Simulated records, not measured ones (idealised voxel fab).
The name of this process module is voxel tone inversion.
The width of the displayed cross-section, cut, is 220 nm; its cells are square, with a size of 5 nm.
A cross-section is written here as square cells arranged in a grid, and it is given in bands from the top down, each band taking up one or more rows of cells. Top, bottom (nm), then materials left to right with widths (nm); lone material tagged "all across" fills the whole band edge to edge; "empty" = empty space. Ref level 0: as-received wafer is one material below here. Bottom band extends down with no lower bound ("top 0, no bottom"). A width given as "30..40" starts at the first number in the band's top row and ends at the second number in its bottom row, shifting by an equal amount at every step from row to row. No cell of the cross-section changed in a step that is given as "changes: none". The list in "Entrapped void list" covers empty spaces of 8 cells or more that cannot reach the top through any open way, and it gives each as width x height at distance; the distance is from the left edge, and width, height and distance are in nm. Heads up: the bit after the settings on a step's line is the simulator's remark on that step. On any step carrying a mask, the "overlay nm" setting, if present on the step's line, tells how far right of its planned place the mask lay; negative values point to the left.

Here's what the planned process steps look like:
1 RECEIVE [material Si]
2 CONFORMAL_DEP [material SiCN] [thk nm 10]
3 DIRECTIONAL_DEP [material aC] [thk nm 15]
4 PATTERN [tone cover] [mask id POSTS] [material resist] [width nm 25] [pitch nm 55] [thk nm 25] [overlay nm 0]
5 DIRECTIONAL_ETCH [etch materials aC] [depth nm 15]
6 STRIP [etch materials resist]
7 FILL_DEP [material lowk] [thk nm 5]
8 CMP [height nm 25]
9 STRIP [etch materials aC]
10 CONFORMAL_DEP [material TiN] [thk nm 5]
11 FILL_DEP [material Ru] [thk nm 10]
12 CMP [height nm 25]
13 CONFORMAL_DEP [material SiN] [thk nm 5]

Wafer cross-section on receipt, i.e. after step 1:
top 0, no bottom = Si all across
Entrapped void list: none

First of two wafers, end-of-module section, run followed plan:
top 30, bottom 25 = SiN all across
top 25, bottom 15 = 40 lowk, 5 TiN, 15 Ru, 5 TiN, 30 lowk, 5 TiN, 15 Ru, 5 TiN, 30 lowk, 5 TiN, 15 Ru, 5 TiN, 45 lowk
top 15, bottom 10 = 40 lowk, 25 TiN, 30 lowk, 25 TiN, 30 lowk, 25 TiN, 45 lowk
top 10, bottom 0 = SiCN all across
top 0, no bottom = Si all across
Entrapped void list: none

Here's the second of our two wafers sectioned at module end. Same start as the first, same plan, but one mistake got made running it:
top 30, bottom 25 = SiN all across
top 25, bottom 15 = 35 Ru, 5 TiN, 25 lowk, 5 TiN, 20 Ru, 5 TiN, 25 lowk, 5 TiN, 20 Ru, 5 TiN, 25 lowk, 5 TiN, 40 Ru
top 15, bottom 10 = 40 TiN, 25 lowk, 30 TiN, 25 lowk, 30 TiN, 25 lowk, 45 TiN
top 10, bottom 0 = SiCN all across
top 0, no bottom = Si all across
Entrapped void list: none
Here's what went sideways: step 4 went in with a setting other than planned; the actual run was PATTERN [tone open] [mask id POSTS] [material resist] [width nm 25] [pitch nm 55] [thk nm 25] [overlay nm 0]
FYI, end of process, the second wafer has more or fewer cells of some materials than the first: +28 Ru; +14 TiN; -42 lowk
